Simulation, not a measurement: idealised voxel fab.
voxel gate over fins: a process module
Each square cell in cross-section cut measures 5 nm, and the section as a whole is 155 nm wide.
Cross-section, as written here: a square-cell grid given band by band from the top down, where a band holds one or more rows of cells. Band: top and bottom heights (nm) first, top before bottom; then materials from left to right, widths in nm. "all across" marks a sole material filling the band edge to edge. "blank" denotes empty space. The level at which height equals 0 is the one under which the wafer, as it arrives, is entirely one material. No lower edge exists for the bottom band, which continues downward and is notated as in "0 down". Think of "30..40" as a width that walks from the first number to the second as you go down the band, top row to bottom row, taking equal-sized steps from row to row. Given "same as before" for a step, no cell of the cross-section differs between before and after that step. Any empty space of 8 cells or more lacking an open way to the top shows up in "Fully closed voids" as width x height at distance, distance from the left edge, in nm. Text after the settings on a step's line: the simulator's own remark on that step. "overlay nm" denotes, for a step that has a mask, the displacement of the mask to the right of its planned place, with negative values corresponding to the left.
Steps in the process plan:
1. RECEIVE (material Si)
2. CONFORMAL_DEP (material SiN; thk nm 10)
3. PATTERN (tone cover; mask id FINS; material resist; width nm 15; pitch nm 55; thk nm 15; overlay nm 0)
4. DIRECTIONAL_ETCH (etch materials SiN; depth nm 10)
5. DIRECTIONAL_ETCH (etch materials Si; depth nm 30)
6. STRIP (etch materials resist)
7. FILL_DEP (material SiO2; thk nm 15)
8. CMP (height nm 10)
9. DIRECTIONAL_DEP (material aC; thk nm 15)
10. PATTERN (tone open; mask id RAIL; material resist; width nm 15; thk nm 30; overlay nm 0)
11. DIRECTIONAL_ETCH (etch materials aC; depth nm 15)
12. STRIP (etch materials resist)
13. DIRECTIONAL_ETCH (etch materials SiO2; depth nm 35)
14. STRIP (etch materials aC)
15. CONFORMAL_DEP (material TiN; thk nm 5)
16. FILL_DEP (material Ru; thk nm 5)
17. CMP (height nm 10)
18. SELECTIVE_ETCH (etch materials W Ru TiN; depth nm 20)
19. FILL_DEP (material SiO2; thk nm 5)
20. CMP (height nm 10)
21. SELECTIVE_ETCH (etch materials SiO2; depth nm 20)
22. STRIP (etch materials SiN)
23. CONFORMAL_DEP (material HfO2; thk nm 5)
24. CONFORMAL_DEP (material TiN; thk nm 5)
25. FILL_DEP (material W; thk nm 15)
26. CMP (height nm 20)
27. CONFORMAL_DEP (material SiN; thk nm 10)
It is noted that the wafers described herein are identical at the outset and are distinguished by the depth nm of step 18; the value stated in the plan corresponds to the first wafer.
The first of several wafers in cross-section, exactly as it reached us after step 1:
	0 down: Si all across
	Fully closed voids: none
Take any row and you have a wafer at the end of the module: how many cells of each material it has gained (+) or lost (-) since it was received, and then its closed voids:
depth nm 20; +43 HfO2; +2 Ru; -132 Si; +62 SiN; +79 SiO2; +50 TiN; +82 W; Fully closed voids: none
depth nm 25; +43 HfO2; +1 Ru; -132 Si; +62 SiN; +82 SiO2; +48 TiN; +82 W; Fully closed voids: none
depth nm 30; +43 HfO2; -132 Si; +62 SiN; +85 SiO2; +46 TiN; +82 W; Fully closed voids: none
depth nm 35; +43 HfO2; -132 Si; +62 SiN; +88 SiO2; +43 TiN; +82 W; Fully closed voids: none
depth nm 40; +43 HfO2; -132 Si; +62 SiN; +88 SiO2; +43 TiN; +82 W; Fully closed voids: none
depth nm 45; +43 HfO2; -132 Si; +62 SiN; +88 SiO2; +43 TiN; +82 W; Fully closed voids: none
